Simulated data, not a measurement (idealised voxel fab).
The following process module bears the name voxel tone inversion.
Section shown: cut. Width: 200 nm. Cell size: 5 nm, square.
Heads up, the way a cross-section reads in here is a grid of square cells, handed over as bands from the top down, with every band being one or more rows of cells. A band entry consists of two parts. The first gives the height of the band's top and the height of its bottom, in nm. The rest lists the band's materials from left to right, each with its width in nm. A single material labelled with the word "throughout" fills the band from edge to edge, and the word "blank" marks empty space. Where do heights start? At 0: under that level the wafer as delivered is made of one material only. And the lowest band has no floor; it just carries on downward, as in "from 0 down". Width spec "30..40" -> top row of cells at first value, bottom row at second value, equal per-row change in between. It should be understood that the words "no change", when stated for a given step, signify that the cross-section underwent no change in any of its cells during that step. Reported under the label "Voids, fully enclosed" are the empty spaces having no open way to the top and comprising 8 cells or more; the notation for each is width x height at distance, in which the distance is measured from the left edge and all three values are in nm. Anything after a step's settings on that line? It's the simulator's own note about the step. overlay nm: mask right of planned place by this much (step with mask). Neg. = left.

The planned process steps are enumerated hereunder
1: RECEIVE, material Si
2: CONFORMAL_DEP, material SiCN, thk nm 5
3: DIRECTIONAL_DEP, material polySi, thk nm 25
4: PATTERN, tone cover, mask id POSTS, material resist, width nm 15, pitch nm 45, thk nm 30, overlay nm 0
5: DIRECTIONAL_ETCH, etch materials polySi, depth nm 25
6: STRIP, etch materials resist
7: FILL_DEP, material lowk, thk nm 10
8: CMP, height nm 30
9: STRIP, etch materials polySi
10: CONFORMAL_DEP, material TiN, thk nm 5
11: FILL_DEP, material Cu, thk nm 10
12: CMP, height nm 30
13: CONFORMAL_DEP, material SiN, thk nm 5
For this document, wafers share an identical start and vary in the step 4 width nm; the plan quotes the first wafer's value.

First wafer as received, after step 1
  from 0 down = Si throughout
  Voids, fully enclosed: none

Per wafer, end of module: cells gained (+) or lost (-) per material since receipt, then closed voids
width nm 15 | +12 Cu | +40 SiCN | +40 SiN | +33 TiN | +155 lowk | Voids, fully enclosed: none
width nm 20 | +24 Cu | +40 SiCN | +40 SiN | +36 TiN | +140 lowk | Voids, fully enclosed: none
width nm 25 | +36 Cu | +40 SiCN | +40 SiN | +39 TiN | +125 lowk | Voids, fully enclosed: none
width nm 30 | +48 Cu | +40 SiCN | +40 SiN | +42 TiN | +110 lowk | Voids, fully enclosed: none
